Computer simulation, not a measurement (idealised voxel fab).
Name of the process module below: voxel gate over fins
The width of the displayed cross-section, cut, is 255 nm; its cells are square, with a size of 5 nm.
Heads up, the way a cross-section reads in here is a grid of square cells, handed over as bands from the top down, with every band being one or more rows of cells.
Per band: top height and bottom height in nm, followed by the left-to-right materials and their widths in nm; "everywhere" marks a single material spanning edge to edge, "empty" marks empty space.
All heights in this document are referenced to 0, defined as the level beneath which the wafer, as received, consists entirely of one material. The lowest band is not bounded below; it extends indefinitely downward and is written in the form "from 0 down".
Note: "30 to 40" means the width goes from the first number (top row of the band) to the second number (bottom row) in equal steps per row of cells.
A step reported as "left unchanged" is a step in which no cell of the cross-section changed.
"Cavities, closed": sealed empty spaces, 8 cells or more, no open way to top, listed width x height at distance, with distance from the left edge and width, height and distance in nm.
Formally, on a step line, whatever follows the settings is a remark that the simulator itself makes on the step.
For masked steps, "overlay nm" on the step line gives how far right of plan the mask actually lay; a minus sign means it lay to the left.
# List of planned process steps
- 1: RECEIVE with material Si
- 2: CONFORMAL_DEP with material SiN, thk nm 5
- 3: DIRECTIONAL_DEP with material aC, thk nm 15
- 4: PATTERN with tone cover, mask id FINS, material resist, width nm 15, pitch nm 50, thk nm 30, overlay nm 0
- 5: DIRECTIONAL_ETCH with etch materials aC, depth nm 15
- 6: STRIP with etch materials resist
- 7: DIRECTIONAL_ETCH with etch materials SiN, depth nm 5
- 8: DIRECTIONAL_ETCH with etch materials Si, depth nm 40
- 9: STRIP with etch materials aC
- 10: OXIDIZE with depth nm 5
- 11: FILL_DEP with material SiO2, thk nm 15
- 12: CMP with height nm 5
- 13: PATTERN with tone open, mask id RAIL, material resist, width nm 15, thk nm 15, overlay nm 0
- 14: DIRECTIONAL_ETCH with etch materials SiO2, depth nm 40
- 15: STRIP with etch materials resist
- 16: CONFORMAL_DEP with material TiN, thk nm 5
- 17: FILL_DEP with material Ru, thk nm 10
- 18: CMP with height nm 5
- 19: SELECTIVE_ETCH with etch materials W Ru TiN, depth nm 25
- 20: FILL_DEP with material SiO2, thk nm 5
- 21: CMP with height nm 5
- 22: SELECTIVE_ETCH with etch materials SiO2, depth nm 15
- 23: STRIP with etch materials SiN
- 24: CONFORMAL_DEP with material HfO2, thk nm 5
- 25: CONFORMAL_DEP with material TiN, thk nm 5
- 26: CONFORMAL_DEP with material TiAl, thk nm 5
- 27: CONFORMAL_DEP with material TiN, thk nm 5
- 28: FILL_DEP with material W, thk nm 10
- 29: CMP with height nm 25
- 30: CONFORMAL_DEP with material SiN, thk nm 5
# Cross-section of the wafer upon arrival, representing the state reached after step 1
  from 0 down = Si everywhere
  Cavities, closed: none
# One mistake in running the module, otherwise start and plan as above: cross-section at the end
  from 30 to 25 = SiN everywhere
  from 25 to 20 = W everywhere
  from 20 to 15 = W: 60, TiN: 45, W: 5, TiN: 45, W: 5, TiN: 45, W: 50
  from 15 to 10 = W: 60, TiN: 5, TiAl: 35, TiN: 5, W: 5, TiN: 5, TiAl: 35, TiN: 5, W: 5, TiN: 5, TiAl: 35, TiN: 5, W: 50
  from 10 to 5 = TiN: 65, TiAl: 5, TiN: 25, TiAl: 5, TiN: 15, TiAl: 5, TiN: 25, TiAl: 5, TiN: 15, TiAl: 5, TiN: 25, TiAl: 5, TiN: 55
  from 5 to 0 = TiAl: 70, TiN: 5, HfO2: 15, TiN: 5, TiAl: 25, TiN: 5, HfO2: 15, TiN: 5, TiAl: 25, TiN: 5, HfO2: 15, TiN: 5, TiAl: 60
  from 0 to -5 = TiN: 75, HfO2: 5, Si: 5, HfO2: 5, TiN: 35, HfO2: 5, Si: 5, HfO2: 5, TiN: 35, HfO2: 5, Si: 5, HfO2: 5, TiN: 65
  from -5 to -10 = HfO2: 80, Si: 5, HfO2: 45, Si: 5, HfO2: 45, Si: 5, HfO2: 70
  from -10 to -20 = SiO2: 80, Si: 5, SiO2: 45, Si: 5, SiO2: 45, Si: 5, SiO2: 70
  from -20 to -30 = SiO2: 80, Si: 5, SiO2: 10, TiN: 5, Ru: 5, TiN: 5, SiO2: 20, Si: 5, SiO2: 45, Si: 5, SiO2: 70
  from -30 to -35 = SiO2: 80, Si: 5, SiO2: 10, TiN: 15, SiO2: 20, Si: 5, SiO2: 45, Si: 5, SiO2: 70
  from -35 to -45 = SiO2: 80, Si: 5, SiO2: 45, Si: 5, SiO2: 45, Si: 5, SiO2: 70
  from -45 down = Si everywhere
  Cavities, closed: none
The plan and the run diverged here: step 4 was not run as planned; what actually ran was PATTERN with tone cover, mask id FINS, material resist, width nm 15, pitch nm 50, thk nm 30, overlay nm 5
